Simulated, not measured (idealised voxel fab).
Process module heading - voxel transistor to metal
cross-section cut | 290 nm wide | cells 5 nm
Bands, listed from the top down, are how a cross-section gets written in this document; the cross-section itself is a grid of square cells, and a band is one or more rows of them.
Band entry format. Leading values: height of top, height of bottom, nm. Remainder: materials in left-to-right order, each with its width in nm. Special words: "all across" on a single material, which then fills the band edge to edge; "blank", empty space.
Basically, 0 is our baseline, since under it the wafer straight out of the box is all one material. The bottom band has no lower end and keeps on going down, so it looks like "0 nm and below".
You'd read "30..40" like this: the band's top row of cells is as wide as the first number, its bottom row is as wide as the second, and going down, every row changes width by the same amount as the row before did.
Step note "same as before" = no cross-section cell changed.
What "Enclosed void entries" gives you is every empty space of 8 cells or more that is cut off from the top. Each appears as width x height at distance, with the distance taken from the left edge and width, height and distance all in nm.
The remark found on a step's line after its settings is issued by the simulator itself and pertains to that step.
For masked steps, "overlay nm" on the step line gives how far right of plan the mask actually lay; a minus sign means it lay to the left.
Planned process steps:
step 1: RECEIVE: material Si
step 2: CONFORMAL_DEP: material SiO2, thk nm 5
step 3: CONFORMAL_DEP: material SiN, thk nm 10
step 4: MASKED_ETCH: tone cover, mask id ACTIVE, width nm 115, pitch nm 135, etch materials SiN, depth nm 10, overlay nm 0
step 5: MASKED_ETCH: tone cover, mask id ACTIVE, width nm 115, pitch nm 135, etch materials SiO2, depth nm 5, overlay nm 0
step 6: MASKED_ETCH: tone cover, mask id ACTIVE, width nm 115, pitch nm 135, etch materials Si, depth nm 30, overlay nm 0
step 7: FILL_DEP: material SiO2, thk nm 5
step 8: CMP: height nm 15
step 9: SELECTIVE_ETCH: etch materials SiO2, depth nm 5
step 10: STRIP: etch materials SiN
step 11: SELECTIVE_ETCH: etch materials SiO2, depth nm 5
step 12: OXIDIZE: depth nm 5
step 13: DIRECTIONAL_DEP: material polySi, thk nm 30
step 14: DIRECTIONAL_DEP: material SiCN, thk nm 10
step 15: PATTERN: tone cover, mask id GATE, material resist, width nm 35, pitch nm 135, thk nm 20, overlay nm 0
step 16: DIRECTIONAL_ETCH: etch materials SiCN, depth nm 20
step 17: DIRECTIONAL_ETCH: etch materials polySi, depth nm 40
step 18: STRIP: etch materials resist
step 19: CONFORMAL_DEP: material SiO2, thk nm 5
step 20: DIRECTIONAL_ETCH: etch materials SiO2, depth nm 5
step 21: CONFORMAL_DEP: material SiN, thk nm 10
step 22: DIRECTIONAL_ETCH: etch materials SiN, depth nm 10
step 23: DIRECTIONAL_ETCH: etch materials SiO2, depth nm 5
step 24: EPI: material SiGe, thk nm 5
step 25: FILL_DEP: material SiO2, thk nm 10
step 26: CMP: height nm 30
step 27: STRIP: etch materials polySi
step 28: SELECTIVE_ETCH: etch materials SiO2, depth nm 5
step 29: CONFORMAL_DEP: material HfO2, thk nm 5
step 30: CONFORMAL_DEP: material TiN, thk nm 5
step 31: FILL_DEP: material W, thk nm 10
step 32: CMP: height nm 25
step 33: DIRECTIONAL_DEP: material SiO2, thk nm 5
step 34: PATTERN: tone open, mask id CONTACT, material resist, width nm 15, thk nm 15, overlay nm 0
step 35: DIRECTIONAL_ETCH: etch materials SiO2, depth nm 40
step 36: STRIP: etch materials resist
step 37: CONFORMAL_DEP: material TiN, thk nm 5
step 38: FILL_DEP: material Ru, thk nm 5
step 39: CMP: height nm 40
step 40: DIRECTIONAL_DEP: material TiN, thk nm 5
step 41: DIRECTIONAL_DEP: material Ru, thk nm 15
step 42: MASKED_ETCH: tone cover, mask id METAL_1, width nm 15, etch materials Ru, depth nm 15, overlay nm 0
step 43: MASKED_ETCH: tone cover, mask id METAL_1, width nm 15, etch materials TiN, depth nm 5, overlay nm 0
step 44: FILL_DEP: material lowk, thk nm 10
step 45: CMP: height nm 60
step 46: CONFORMAL_DEP: material SiN, thk nm 5
Heads up: all these wafers start the same, and what changes between them is the thk nm in step 33. The value you see in the plan is just what the first wafer got.
As-received state after step 1, first of several wafers, cross-section:
- 0 nm and below  Si all across
- Enclosed void entries: none
Once step 46, the last step, is complete, the module is at its end; this is the cross-section of the first of several wafers:
- 65 nm to 60 nm  SiN all across
- 60 nm to 45 nm  25 nm lowk, then 15 nm Ru, then 75 nm lowk, then 15 nm Ru, then 30 nm lowk, then 15 nm Ru, then 75 nm lowk, then 15 nm Ru, then 25 nm lowk
- 45 nm to 40 nm  25 nm lowk, then 15 nm TiN, then 75 nm lowk, then 15 nm TiN, then 30 nm lowk, then 15 nm TiN, then 75 nm lowk, then 15 nm TiN, then 25 nm lowk
- 40 nm to 35 nm  Ru all across
- 35 nm to 30 nm  30 nm TiN, then 5 nm Ru, then 85 nm TiN, then 5 nm Ru, then 40 nm TiN, then 5 nm Ru, then 85 nm TiN, then 5 nm Ru, then 30 nm TiN
- 30 nm to 25 nm  25 nm SiO2, then 5 nm TiN, then 5 nm Ru, then 5 nm TiN, then 75 nm SiO2, then 5 nm TiN, then 5 nm Ru, then 5 nm TiN, then 30 nm SiO2, then 5 nm TiN, then 5 nm Ru, then 5 nm TiN, then 75 nm SiO2, then 5 nm TiN, then 5 nm Ru, then 5 nm TiN, then 25 nm SiO2
- 25 nm to 10 nm  25 nm SiO2, then 5 nm TiN, then 5 nm Ru, then 5 nm TiN, then 5 nm SiO2, then 10 nm SiN, then 5 nm HfO2, then 5 nm TiN, then 25 nm W, then 5 nm TiN, then 5 nm HfO2, then 10 nm SiN, then 5 nm SiO2, then 5 nm TiN, then 5 nm Ru, then 5 nm TiN, then 30 nm SiO2, then 5 nm TiN, then 5 nm Ru, then 5 nm TiN, then 5 nm SiO2, then 10 nm SiN, then 5 nm HfO2, then 5 nm TiN, then 25 nm W, then 5 nm TiN, then 5 nm HfO2, then 10 nm SiN, then 5 nm SiO2, then 5 nm TiN, then 5 nm Ru, then 5 nm TiN, then 25 nm SiO2
- 10 nm to 5 nm  25 nm SiO2, then 15 nm TiN, then 5 nm SiO2, then 10 nm SiN, then 5 nm HfO2, then 5 nm TiN, then 25 nm W, then 5 nm TiN, then 5 nm HfO2, then 10 nm SiN, then 5 nm SiO2, then 15 nm TiN, then 30 nm SiO2, then 15 nm TiN, then 5 nm SiO2, then 10 nm SiN, then 5 nm HfO2, then 5 nm TiN, then 25 nm W, then 5 nm TiN, then 5 nm HfO2, then 10 nm SiN, then 5 nm SiO2, then 15 nm TiN, then 25 nm SiO2
- 5 nm to 0 nm  20 nm SiO2, then 10 nm SiN, then 10 nm TiN, then 5 nm SiO2, then 10 nm SiN, then 5 nm HfO2, then 35 nm TiN, then 5 nm HfO2, then 10 nm SiN, then 5 nm SiO2, then 10 nm TiN, then 10 nm SiN, then 20 nm SiO2, then 10 nm SiN, then 10 nm TiN, then 5 nm SiO2, then 10 nm SiN, then 5 nm HfO2, then 35 nm TiN, then 5 nm HfO2, then 10 nm SiN, then 5 nm SiO2, then 10 nm TiN, then 10 nm SiN, then 20 nm SiO2
- 0 nm to -5 nm  30 nm SiO2, then 15 nm SiGe, then 10 nm SiO2, then 45 nm HfO2, then 10 nm SiO2, then 15 nm SiGe, then 40 nm SiO2, then 15 nm SiGe, then 10 nm SiO2, then 45 nm HfO2, then 10 nm SiO2, then 15 nm SiGe, then 30 nm SiO2
- -5 nm to -30 nm  20 nm SiO2, then 115 nm Si, then 20 nm SiO2, then 115 nm Si, then 20 nm SiO2
- -30 nm and below  Si all across
- Enclosed void entries: none
End of module: cross-section, last of several wafers:
- 65 nm to 60 nm  SiN all across
- 60 nm to 45 nm  25 nm lowk, then 15 nm Ru, then 75 nm lowk, then 15 nm Ru, then 30 nm lowk, then 15 nm Ru, then 75 nm lowk, then 15 nm Ru, then 25 nm lowk
- 45 nm to 40 nm  25 nm lowk, then 15 nm TiN, then 75 nm lowk, then 15 nm TiN, then 30 nm lowk, then 15 nm TiN, then 75 nm lowk, then 15 nm TiN, then 25 nm lowk
- 40 nm to 25 nm  25 nm SiO2, then 5 nm TiN, then 5 nm Ru, then 5 nm TiN, then 75 nm SiO2, then 5 nm TiN, then 5 nm Ru, then 5 nm TiN, then 30 nm SiO2, then 5 nm TiN, then 5 nm Ru, then 5 nm TiN, then 75 nm SiO2, then 5 nm TiN, then 5 nm Ru, then 5 nm TiN, then 25 nm SiO2
- 25 nm to 20 nm  25 nm SiO2, then 5 nm TiN, then 5 nm Ru, then 5 nm TiN, then 5 nm SiO2, then 10 nm SiN, then 5 nm HfO2, then 5 nm TiN, then 25 nm W, then 5 nm TiN, then 5 nm HfO2, then 10 nm SiN, then 5 nm SiO2, then 5 nm TiN, then 5 nm Ru, then 5 nm TiN, then 30 nm SiO2, then 5 nm TiN, then 5 nm Ru, then 5 nm TiN, then 5 nm SiO2, then 10 nm SiN, then 5 nm HfO2, then 5 nm TiN, then 25 nm W, then 5 nm TiN, then 5 nm HfO2, then 10 nm SiN, then 5 nm SiO2, then 5 nm TiN, then 5 nm Ru, then 5 nm TiN, then 25 nm SiO2
- 20 nm to 15 nm  25 nm SiO2, then 15 nm TiN, then 5 nm SiO2, then 10 nm SiN, then 5 nm HfO2, then 5 nm TiN, then 25 nm W, then 5 nm TiN, then 5 nm HfO2, then 10 nm SiN, then 5 nm SiO2, then 15 nm TiN, then 30 nm SiO2, then 15 nm TiN, then 5 nm SiO2, then 10 nm SiN, then 5 nm HfO2, then 5 nm TiN, then 25 nm W, then 5 nm TiN, then 5 nm HfO2, then 10 nm SiN, then 5 nm SiO2, then 15 nm TiN, then 25 nm SiO2
- 15 nm to 5 nm  45 nm SiO2, then 10 nm SiN, then 5 nm HfO2, then 5 nm TiN, then 25 nm W, then 5 nm TiN, then 5 nm HfO2, then 10 nm SiN, then 70 nm SiO2, then 10 nm SiN, then 5 nm HfO2, then 5 nm TiN, then 25 nm W, then 5 nm TiN, then 5 nm HfO2, then 10 nm SiN, then 45 nm SiO2
- 5 nm to 0 nm  20 nm SiO2, then 10 nm SiN, then 15 nm SiO2, then 10 nm SiN, then 5 nm HfO2, then 35 nm TiN, then 5 nm HfO2, then 10 nm SiN, then 15 nm SiO2, then 10 nm SiN, then 20 nm SiO2, then 10 nm SiN, then 15 nm SiO2, then 10 nm SiN, then 5 nm HfO2, then 35 nm TiN, then 5 nm HfO2, then 10 nm SiN, then 15 nm SiO2, then 10 nm SiN, then 20 nm SiO2
- 0 nm to -5 nm  30 nm SiO2, then 15 nm SiGe, then 10 nm SiO2, then 45 nm HfO2, then 10 nm SiO2, then 15 nm SiGe, then 40 nm SiO2, then 15 nm SiGe, then 10 nm SiO2, then 45 nm HfO2, then 10 nm SiO2, then 15 nm SiGe, then 30 nm SiO2
- -5 nm to -30 nm  20 nm SiO2, then 115 nm Si, then 20 nm SiO2, then 115 nm Si, then 20 nm SiO2
- -30 nm and below  Si all across
- Enclosed void entries: none
Basically each wafer gets a line in the table, showing it at the end of the module: material by material, the cells it gained (+) or lost (-) since we got it, then its closed voids:
thk nm 5; +38 HfO2; +114 Ru; -118 Si; +12 SiGe; +106 SiN; +230 SiO2; +148 TiN; +40 W; +184 lowk; Enclosed void entries: none
thk nm 10; +38 HfO2; +60 Ru; -118 Si; +12 SiGe; +106 SiN; +276 SiO2; +156 TiN; +40 W; +184 lowk; Enclosed void entries: none
thk nm 15; +38 HfO2; +60 Ru; -118 Si; +12 SiGe; +106 SiN; +322 SiO2; +110 TiN; +40 W; +184 lowk; Enclosed void entries: none
thk nm 20; +38 HfO2; +60 Ru; -118 Si; +12 SiGe; +106 SiN; +330 SiO2; +102 TiN; +40 W; +184 lowk; Enclosed void entries: none
thk nm 25; +38 HfO2; +56 Ru; -118 Si; +12 SiGe; +106 SiN; +342 SiO2; +94 TiN; +40 W; +184 lowk; Enclosed void entries: none
thk nm 30; +38 HfO2; +52 Ru; -118 Si; +12 SiGe; +106 SiN; +354 SiO2; +86 TiN; +40 W; +184 lowk; Enclosed void entries: none
